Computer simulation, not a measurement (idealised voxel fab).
Process module under the name voxel capacitor over wiring
FYI the section here is cut, 240 nm wide, cells are 5 nm squares.
Reading order for cross-sections: top band down to bottom band. Underlying form: a grid of square cells. Band size: one or more rows of cells.
Band entry format. Leading values: height of top, height of bottom, nm. Remainder: materials in left-to-right order, each with its width in nm. Special words: "everywhere" on a single material, which then fills the band edge to edge; "air", empty space.
Where do heights start? At 0: under that level the wafer as delivered is made of one material only. And the lowest band has no floor; it just carries on downward, as in "0 -> down".
Quick explanation for "30..40": the width changes in equal steps down the rows of cells, from the first number in the band's top row to the second number in its bottom row.
A step reported as "everything unchanged" is a step in which no cell of the cross-section changed.
Entry "Completely enclosed voids". Content: empty spaces with no open connection to the top, size 8 cells or greater. Each: width x height at distance. Distance: from left edge. Unit: nm.
Whatever follows a step's settings on its line is a remark the simulator itself makes about that step.
If you see "overlay nm" on a step's line and that step has a mask, it's telling you how far right of where it was planned the mask ended up; a negative number means it went left instead.

-- Below is the list of planned process steps
1) RECEIVE [material Si]
2) CONFORMAL_DEP [material SiO2] [thk nm 15]
3) DIRECTIONAL_DEP [material TiN] [thk nm 5]
4) DIRECTIONAL_DEP [material W] [thk nm 25]
5) MASKED_ETCH [tone cover] [mask id METAL_1] [width nm 20] [pitch nm 80] [etch materials W] [depth nm 25] [overlay nm 0]
6) MASKED_ETCH [tone cover] [mask id METAL_1] [width nm 20] [pitch nm 80] [etch materials TiN] [depth nm 5] [overlay nm 0]
7) CONFORMAL_DEP [material SiN] [thk nm 5]
8) FILL_DEP [material lowk] [thk nm 10]
9) CMP [height nm 45]
10) CONFORMAL_DEP [material SiCN] [thk nm 5]
11) DIRECTIONAL_DEP [material SiO2] [thk nm 10]
12) MASKED_ETCH [tone open] [mask id PLUG_1] [width nm 15] [etch materials SiO2] [depth nm 10] [overlay nm 0]
13) MASKED_ETCH [tone open] [mask id PLUG_1] [width nm 15] [etch materials SiCN] [depth nm 5] [overlay nm 0]
14) EPI [material Ru] [thk nm 10]
15) EPI [material Ru] [thk nm 5]
16) DIRECTIONAL_DEP [material TiN] [thk nm 5]
17) DIRECTIONAL_DEP [material Al2O3] [thk nm 5]
18) DIRECTIONAL_DEP [material TiN] [thk nm 10]
19) PATTERN [tone cover] [mask id UPPER_PLATE] [material resist] [width nm 65] [thk nm 20] [overlay nm 0]
20) DIRECTIONAL_ETCH [etch materials TiN] [depth nm 10]
21) DIRECTIONAL_ETCH [etch materials Al2O3] [depth nm 5]
22) STRIP [etch materials resist]
23) PATTERN [tone cover] [mask id LOWER_PLATE] [material resist] [width nm 75] [thk nm 15] [overlay nm 0]
24) DIRECTIONAL_ETCH [etch materials TiN] [depth nm 5]
25) STRIP [etch materials resist]
26) FILL_DEP [material SiO2] [thk nm 15]
27) CMP [height nm 90]
28) PATTERN [tone open] [mask id PLUG_2] [material resist] [width nm 15] [thk nm 20] [overlay nm 0]
29) DIRECTIONAL_ETCH [etch materials SiO2] [depth nm 10]
30) STRIP [etch materials resist]
31) CONFORMAL_DEP [material TiN] [thk nm 5]
32) FILL_DEP [material Cu] [thk nm 10]
33) CMP [height nm 90]
34) CONFORMAL_DEP [material SiN] [thk nm 5]

-- Cross-section of the incoming wafer, state after step 1
	0 -> down: Si everywhere
	Completely enclosed voids: none

-- As-planned run: cross-section of the first of two wafers at end of module
	95 -> 90: SiN everywhere
	90 -> 85: 85 of SiO2, then 5 of TiN, then 5 of Cu, then 5 of TiN, then 140 of SiO2
	85 -> 80: 85 of SiO2, then 15 of TiN, then 140 of SiO2
	80 -> 70: 75 of SiO2, then 65 of TiN, then 100 of SiO2
	70 -> 65: 75 of SiO2, then 65 of Al2O3, then 100 of SiO2
	65 -> 60: 70 of SiO2, then 75 of TiN, then 95 of SiO2
	60 -> 50: 75 of SiO2, then 15 of Ru, then 150 of SiO2
	50 -> 45: 75 of SiCN, then 15 of Ru, then 150 of SiCN
	45 -> 20: 65 of lowk, then 5 of SiN, then 20 of W, then 5 of SiN, then 50 of lowk, then 5 of SiN, then 20 of W, then 5 of SiN, then 65 of lowk
	20 -> 15: 70 of SiN, then 20 of TiN, then 60 of SiN, then 20 of TiN, then 70 of SiN
	15 -> 0: SiO2 everywhere
	0 -> down: Si everywhere
	Completely enclosed voids: none

-- Cross-section, wafer two of two, end of module: same start and plan as wafer one, one error in execution
	95 -> 90: SiN everywhere
	90 -> 85: 75 of SiO2, then 65 of TiN, then 100 of SiO2
	85 -> 80: 75 of SiO2, then 65 of Al2O3, then 100 of SiO2
	80 -> 75: 70 of SiO2, then 75 of TiN, then 95 of SiO2
	75 -> 60: Ru everywhere
	60 -> 50: TiN everywhere
	50 -> 45: SiCN everywhere
	45 -> 20: 65 of lowk, then 5 of SiN, then 20 of W, then 5 of SiN, then 50 of lowk, then 5 of SiN, then 20 of W, then 5 of SiN, then 65 of lowk
	20 -> 15: 70 of SiN, then 20 of TiN, then 60 of SiN, then 20 of TiN, then 70 of SiN
	15 -> 0: SiO2 everywhere
	0 -> down: Si everywhere
	Completely enclosed voids: none
Plan not followed: heads up, step 11 didn't go per plan, it actually ran as DIRECTIONAL_DEP [material TiN] [thk nm 10]
Final cells, second wafer relative to first, materials higher or lower: Cu -1 | Ru +135 | SiCN +3 | SiO2 -215 | TiN +78
